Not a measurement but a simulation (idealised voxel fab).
Process module under the name voxel transistor to metal
The cross-section shown here is cut; it is 225 nm wide and divided into square cells measuring 5 nm on a side.
A cross-section is a grid of square cells, given in bands from the top down. A band is one or more rows of cells. First you get the band's top height and its bottom height, in nm, and then the materials it's made of, left to right, with each width in nm. If you see a single material with "everywhere", that one covers the band edge to edge. "air" is empty space. Height reference: 0 = level under which incoming wafer is all one material. Lowest band: no bottom, runs on downward, e.g. "0 nm and below". Read "30->40" as a graded width: first number on top, second number at the bottom, same change between each pair of neighbouring rows. The designation "nothing got changed", where it is given for a processing step, indicates that no cell of the cross-section was altered in the course of that step. The entry titled "Entrapped voids" provides the empty spaces that have no open way to the top, restricted to those of 8 cells or more. Each is presented as width x height at distance, the distance being measured from the left edge, with all three in nm. Step line, after settings: the simulator's comment on this step. overlay nm: mask offset rightward from planned place, masked step; negative means leftward offset.
Process steps (planned)
1,RECEIVE | material Si
2,CONFORMAL_DEP | material SiO2 | thk nm 5
3,CONFORMAL_DEP | material SiN | thk nm 15
4,MASKED_ETCH | tone cover | mask id ACTIVE | width nm 85 | pitch nm 110 | etch materials SiN | depth nm 15 | overlay nm 0
5,MASKED_ETCH | tone cover | mask id ACTIVE | width nm 85 | pitch nm 110 | etch materials SiO2 | depth nm 5 | overlay nm 0
6,MASKED_ETCH | tone cover | mask id ACTIVE | width nm 85 | pitch nm 110 | etch materials Si | depth nm 30 | overlay nm 0
7,OXIDIZE | depth nm 5
8,FILL_DEP | material SiO2 | thk nm 10
9,CMP | height nm 20
10,SELECTIVE_ETCH | etch materials SiO2 | depth nm 10
11,STRIP | etch materials SiN
12,SELECTIVE_ETCH | etch materials SiO2 | depth nm 5
13,OXIDIZE | depth nm 5
14,DIRECTIONAL_DEP | material polySi | thk nm 25
15,DIRECTIONAL_DEP | material SiCN | thk nm 15
16,DIRECTIONAL_DEP | material aC | thk nm 10
17,PATTERN | tone cover | mask id GATE | material resist | width nm 15 | pitch nm 110 | thk nm 30 | overlay nm 0
18,DIRECTIONAL_ETCH | etch materials aC | depth nm 10
19,STRIP | etch materials resist
20,DIRECTIONAL_ETCH | etch materials SiCN | depth nm 25
21,DIRECTIONAL_ETCH | etch materials polySi | depth nm 35
22,STRIP | etch materials aC
23,CONFORMAL_DEP | material SiN | thk nm 5
24,DIRECTIONAL_ETCH | etch materials SiN | depth nm 5
25,DIRECTIONAL_ETCH | etch materials SiO2 | depth nm 5
26,DIRECTIONAL_ETCH | etch materials Si | depth nm 15
27,EPI | material pSi | thk nm 15
28,FILL_DEP | material SiO2 | thk nm 10
29,CMP | height nm 40
30,DIRECTIONAL_DEP | material SiO2 | thk nm 15
31,MASKED_ETCH | tone open | mask id CONTACT | width nm 15 | etch materials SiO2 | depth nm 60 | overlay nm 0
32,CONFORMAL_DEP | material TiN | thk nm 5
33,FILL_DEP | material W | thk nm 5
34,CMP | height nm 55
35,CONFORMAL_DEP | material SiCN | thk nm 5
36,DIRECTIONAL_DEP | material SiO2 | thk nm 15
37,MASKED_ETCH | tone open | mask id METAL_1 | width nm 15 | etch materials SiO2 | depth nm 15 | overlay nm 0
38,MASKED_ETCH | tone open | mask id METAL_1 | width nm 15 | etch materials SiCN | depth nm 5 | overlay nm 0
39,CONFORMAL_DEP | material TiN | thk nm 5
40,FILL_DEP | material Ru | thk nm 10
41,CMP | height nm 75
42,CONFORMAL_DEP | material SiN | thk nm 5
This is the cross-section of the wafer as we received it, i.e. after step 1
0 nm and below: Si everywhere
Entrapped voids: none
End state of the module in cross-section, given the above starting point and plan and one mistake in execution
80 nm to 75 nm: SiN everywhere
75 nm to 60 nm: 20 nm SiO2 | 5 nm TiN | 5 nm Ru | 5 nm TiN | 45 nm SiO2 | 5 nm TiN | 5 nm Ru | 5 nm TiN | 35 nm SiO2 | 5 nm TiN | 5 nm Ru | 5 nm TiN | 45 nm SiO2 | 5 nm TiN | 5 nm Ru | 5 nm TiN | 20 nm SiO2
60 nm to 55 nm: 20 nm SiCN | 15 nm TiN | 45 nm SiCN | 15 nm TiN | 35 nm SiCN | 15 nm TiN | 45 nm SiCN | 15 nm TiN | 20 nm SiCN
55 nm to 45 nm: 15 nm W | 5 nm TiN | 15 nm SiO2 | 5 nm TiN | 35 nm W | 5 nm TiN | 15 nm SiO2 | 5 nm TiN | 25 nm W | 5 nm TiN | 15 nm SiO2 | 5 nm TiN | 35 nm W | 5 nm TiN | 15 nm SiO2 | 5 nm TiN | 15 nm W
45 nm to 40 nm: 15 nm W | 5 nm TiN | 15 nm SiO2 | 45 nm TiN | 15 nm SiO2 | 5 nm TiN | 25 nm W | 5 nm TiN | 15 nm SiO2 | 45 nm TiN | 15 nm SiO2 | 5 nm TiN | 15 nm W
40 nm to 25 nm: 15 nm W | 5 nm TiN | 15 nm SiO2 | 10 nm TiN | 5 nm SiN | 15 nm SiCN | 5 nm SiN | 10 nm TiN | 15 nm SiO2 | 5 nm TiN | 25 nm W | 5 nm TiN | 15 nm SiO2 | 10 nm TiN | 5 nm SiN | 15 nm SiCN | 5 nm SiN | 10 nm TiN | 15 nm SiO2 | 5 nm TiN | 15 nm W
25 nm to 10 nm: 15 nm W | 5 nm TiN | 15 nm SiO2 | 10 nm TiN | 5 nm SiN | 15 nm polySi | 5 nm SiN | 10 nm TiN | 15 nm SiO2 | 5 nm TiN | 25 nm W | 5 nm TiN | 15 nm SiO2 | 10 nm TiN | 5 nm SiN | 15 nm polySi | 5 nm SiN | 10 nm TiN | 15 nm SiO2 | 5 nm TiN | 15 nm W
10 nm to 5 nm: 5 nm W | 15 nm TiN | 10 nm SiO2 | 15 nm pSi | 5 nm SiN | 15 nm polySi | 5 nm SiN | 15 nm pSi | 10 nm SiO2 | 15 nm TiN | 5 nm W | 15 nm TiN | 10 nm SiO2 | 15 nm pSi | 5 nm SiN | 15 nm polySi | 5 nm SiN | 15 nm pSi | 10 nm SiO2 | 15 nm TiN | 5 nm W
5 nm to 0 nm: 5 nm W | 5 nm TiN | 5 nm SiN | 5 nm TiN | 10 nm SiO2 | 15 nm pSi | 5 nm SiN | 15 nm polySi | 5 nm SiN | 15 nm pSi | 10 nm SiO2 | 5 nm TiN | 5 nm SiN | 5 nm TiN | 5 nm W | 5 nm TiN | 5 nm SiN | 5 nm TiN | 10 nm SiO2 | 15 nm pSi | 5 nm SiN | 15 nm polySi | 5 nm SiN | 15 nm pSi | 10 nm SiO2 | 5 nm TiN | 5 nm SiN | 5 nm TiN | 5 nm W
0 nm to -5 nm: 10 nm TiN | 5 nm SiO2 | 5 nm TiN | 10 nm SiO2 | 15 nm pSi | 25 nm SiO2 | 15 nm pSi | 10 nm SiO2 | 5 nm TiN | 5 nm SiO2 | 15 nm TiN | 5 nm SiO2 | 5 nm TiN | 10 nm SiO2 | 15 nm pSi | 25 nm SiO2 | 15 nm pSi | 10 nm SiO2 | 5 nm TiN | 5 nm SiO2 | 10 nm TiN
-5 nm to -20 nm: 20 nm SiO2 | 25 nm pSi | 25 nm Si | 25 nm pSi | 35 nm SiO2 | 25 nm pSi | 25 nm Si | 25 nm pSi | 20 nm SiO2
-20 nm to -35 nm: 20 nm SiO2 | 75 nm Si | 35 nm SiO2 | 75 nm Si | 20 nm SiO2
-35 nm and below: Si everywhere
Entrapped voids: none
The mistake made against the process plan was this: rather than as planned, step 31 actually ran as MASKED_ETCH | tone cover | mask id CONTACT | width nm 15 | etch materials SiO2 | depth nm 60 | overlay nm 0
